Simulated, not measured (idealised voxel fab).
Documented hereafter: the process module known as voxel double patterning.
Each square cell in cross-section cut measures 5 nm, and the section as a whole is 250 nm wide.
When this document writes out a cross-section, it uses a grid of square cells and lists it as bands, beginning at the top and moving down, with a band standing for one or more rows of cells.
Band entry format. Leading values: height of top, height of bottom, nm. Remainder: materials in left-to-right order, each with its width in nm. Special words: "full width" on a single material, which then fills the band edge to edge; "empty", empty space.
Height is counted from the level 0, under which the received wafer is composed throughout of one material. The lowest of the bands is not closed at the bottom but continues downward, in the notation "top 0, no bottom".
It should be noted that a width expressed as "30..40" varies in equal increments from row to row of cells within the band, taking the value of the first number at the top row and that of the second number at the bottom row.
Where the words "nothing got changed" appear for a step, the cross-section shows no cell changed by that step; every cell remained as before.
The label "Fully sealed cavities" introduces a list of the empty spaces, 8 cells or larger, that have no open way up to the top; each entry in it reads width x height at distance, where the distance is taken from the left edge and all three are stated in nm.
Heads up: the bit after the settings on a step's line is the simulator's remark on that step.
A step line may carry the setting "overlay nm", which, for steps involving a mask, states the distance by which the mask lay to the right of its intended position; negative values denote displacement to the left.

-- Planned process steps
1: RECEIVE (material Si)
2: CONFORMAL_DEP (material SiO2; thk nm 5)
3: DIRECTIONAL_DEP (material polySi; thk nm 10)
4: DIRECTIONAL_DEP (material SiCN; thk nm 10)
5: DIRECTIONAL_DEP (material aC; thk nm 10)
6: PATTERN (tone open; mask id FIRST; material resist; width nm 15; pitch nm 50; thk nm 25; overlay nm 0)
7: DIRECTIONAL_ETCH (etch materials aC; depth nm 10)
8: STRIP (etch materials resist)
9: DIRECTIONAL_ETCH (etch materials SiCN; depth nm 10)
10: STRIP (etch materials aC)
11: PATTERN (tone open; mask id SECOND; material resist; width nm 15; pitch nm 50; thk nm 20; overlay nm 0)
12: DIRECTIONAL_ETCH (etch materials SiCN; depth nm 10)
13: STRIP (etch materials resist)
14: DIRECTIONAL_ETCH (etch materials polySi; depth nm 10)
15: STRIP (etch materials SiCN)

-- The cross-section here shows the wafer as received, i.e. in its state after step 1
top 0, no bottom  Si full width
Fully sealed cavities: none

-- End-of-module XS, first of two wafers, run as planned
top 15, bottom 5  65 polySi / 15 empty / 10 polySi / 15 empty / 10 polySi / 15 empty / 10 polySi / 15 empty / 10 polySi / 15 empty / 70 polySi
top 5, bottom 0  SiO2 full width
top 0, no bottom  Si full width
Fully sealed cavities: none

-- Second wafer through the module, sectioned at the end: same beginning and same plan as the first wafer, with one mistake in carrying it out
top 15, bottom 5  65 polySi / 15 empty / 5 polySi / 25 empty / 5 polySi / 15 empty / 5 polySi / 25 empty / 5 polySi / 15 empty / 70 polySi
top 5, bottom 0  SiO2 full width
top 0, no bottom  Si full width
Fully sealed cavities: none
Want to know what went wrong? contrary to plan, step 11 was performed as PATTERN (tone open; mask id SECOND; material resist; width nm 25; pitch nm 50; thk nm 20; overlay nm 0)
In the final state, the cell counts of the second wafer exceed or fall short of those of the first for the following materials: 8 fewer of polySi
